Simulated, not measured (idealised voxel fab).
Herein follows the process module entitled voxel spacer lines.
We display cut, a cross-section 250 nm in width whose square cells are each 5 nm.
In what follows, cross-sections appear as grids of square cells, described through bands that run from the top down, where every band is one or more rows of cells.
A band entry consists of two parts. The first gives the height of the band's top and the height of its bottom, in nm. The rest lists the band's materials from left to right, each with its width in nm. A single material labelled with the word "edge to edge" fills the band from edge to edge, and the word "blank" marks empty space.
Heights from 0 (as-received wafer is one material below). Bottom band endless downward, as "top 0, no bottom".
Note: "30 to 40" means the width goes from the first number (top row of the band) to the second number (bottom row) in equal steps per row of cells.
For the purposes of this document, the phrase "nothing changed" attached to a step denotes that no cell within the cross-section was modified by that step.
Heads up: "Closed voids list" only lists the empty pockets with no open path to the top that are 8 cells or more, and it writes them as width x height at distance, distance from the left edge, in nm.
Anything after a step's settings on that line? It's the simulator's own note about the step.
On any step carrying a mask, the "overlay nm" setting, if present on the step's line, tells how far right of its planned place the mask lay; negative values point to the left.

PLAN
1,RECEIVE with material Si
2,CONFORMAL_DEP with material SiO2, thk nm 10
3,DIRECTIONAL_DEP with material TiN, thk nm 15
4,DIRECTIONAL_DEP with material aC, thk nm 30
5,PATTERN with tone cover, mask id MANDREL, material resist, width nm 25, pitch nm 80, thk nm 35, overlay nm 0
6,DIRECTIONAL_ETCH with etch materials aC, depth nm 30
7,STRIP with etch materials resist
8,CONFORMAL_DEP with material SiN, thk nm 15
9,DIRECTIONAL_ETCH with etch materials SiN, depth nm 15
10,STRIP with etch materials aC
11,DIRECTIONAL_ETCH with etch materials TiN, depth nm 15
12,STRIP with etch materials SiN

AS-RECEIVED STATE OF THE WAFER IN CROSS-SECTION, EQUIVALENT TO POST-STEP 1
top 0, no bottom = Si edge to edge
Closed voids list: none

HERE'S THE CROSS-SECTION OF THE FIRST OF OUR TWO WAFERS AT THE END OF THE MODULE - IT RAN AS PLANNED
top 25, bottom 10 = 55 of blank, then 15 of TiN, then 25 of blank, then 15 of TiN, then 25 of blank, then 15 of TiN, then 25 of blank, then 15 of TiN, then 60 of blank
top 10, bottom 0 = SiO2 edge to edge
top 0, no bottom = Si edge to edge
Closed voids list: none

CROSS-SECTION AT END OF MODULE FOR THE SECOND WAFER OF TWO, WHICH MATCHED THE FIRST IN STARTING POINT AND PLAN AND DIFFERED BY ONE MISTAKE IN ITS PROCESSING
top 15, bottom 0 = 55 of blank, then 15 of TiN, then 25 of blank, then 15 of TiN, then 25 of blank, then 15 of TiN, then 25 of blank, then 15 of TiN, then 60 of blank
top 0, no bottom = Si edge to edge
Closed voids list: none
Error vs. plan: execution of step 2 of the plan did not take place, the step having been omitted
It is noted that, at the conclusion of processing, the second wafer exhibits a higher or lower cell count for certain materials relative to the first: -100 SiO2
